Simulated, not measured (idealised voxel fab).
A process module follows: voxel ribs on slabs.
Square cell edge 5 nm, section width 235 nm, ID cut.
Cross-section = grid of square cells, listed top down in bands; band = one or more rows. It is stipulated that each band's entry specify, in nanometres, the height of the top of the band and then that of its bottom, followed by the materials of the band in left-to-right sequence, each together with its width in nanometres. A single material marked by the word "full width" is understood to fill the band from edge to edge; the word "blank" is understood to denote empty space. The level at which height equals 0 is the one under which the wafer, as it arrives, is entirely one material. No lower edge exists for the bottom band, which continues downward and is notated as in "0..down". Per-row width for "30->40": begins at first number (top row of band), ends at second number (bottom row), increment between rows held constant. The cross-section has no changed cell in any step marked "changes: none". Look at "Enclosed internal cavities" for the closed voids: empty spaces with no open path to the top, sized 8 cells or up. Each is width x height at distance, distance from the left edge, all nm. On a step's line, text after the settings is the simulator commenting on that step. On any step carrying a mask, the "overlay nm" setting, if present on the step's line, tells how far right of its planned place the mask lay; negative values point to the left.
### plan
1. op RECEIVE | material Si
2. op DIRECTIONAL_DEP | material SiO2 | thk nm 30
3. op DIRECTIONAL_DEP | material SiN | thk nm 20
4. op PATTERN | tone cover | mask id RIB | material resist | width nm 20 | thk nm 20 | overlay nm 0
5. op DIRECTIONAL_ETCH | etch materials SiN | depth nm 10
6. op STRIP | etch materials resist
7. op PATTERN | tone cover | mask id SLAB | material resist | width nm 50 | thk nm 20 | overlay nm 0
8. op DIRECTIONAL_ETCH | etch materials SiN | depth nm 10
9. op STRIP | etch materials resist
10. op FILL_DEP | material SiO2 | thk nm 15
11. op CMP | height nm 60
12. op DIRECTIONAL_DEP | material TiN | thk nm 10
13. op DIRECTIONAL_DEP | material aC | thk nm 10
14. op PATTERN | tone cover | mask id HEATER | material resist | width nm 30 | thk nm 30 | overlay nm 0
15. op DIRECTIONAL_ETCH | etch materials aC | depth nm 10
16. op STRIP | etch materials resist
17. op DIRECTIONAL_ETCH | etch materials TiN | depth nm 10
18. op STRIP | etch materials aC
19. op CONFORMAL_DEP | material SiN | thk nm 5
### Cross-section of the incoming wafer, state after step 1
	0..down  Si full width
	Enclosed internal cavities: none
### The module was run from the start shown above using the plan shown above, but one mistake was made doing it; the resulting wafer cross-section is below
	70..60  blank=100, TiN=30, blank=105
	60..50  SiO2 full width
	50..40  SiO2=105, SiN=20, SiO2=110
	40..30  SiO2=90, SiN=50, SiO2=95
	30..0  SiO2 full width
	0..down  Si full width
	Enclosed internal cavities: none
Deviation from plan: step 19 of the plan never got run, it was skipped over
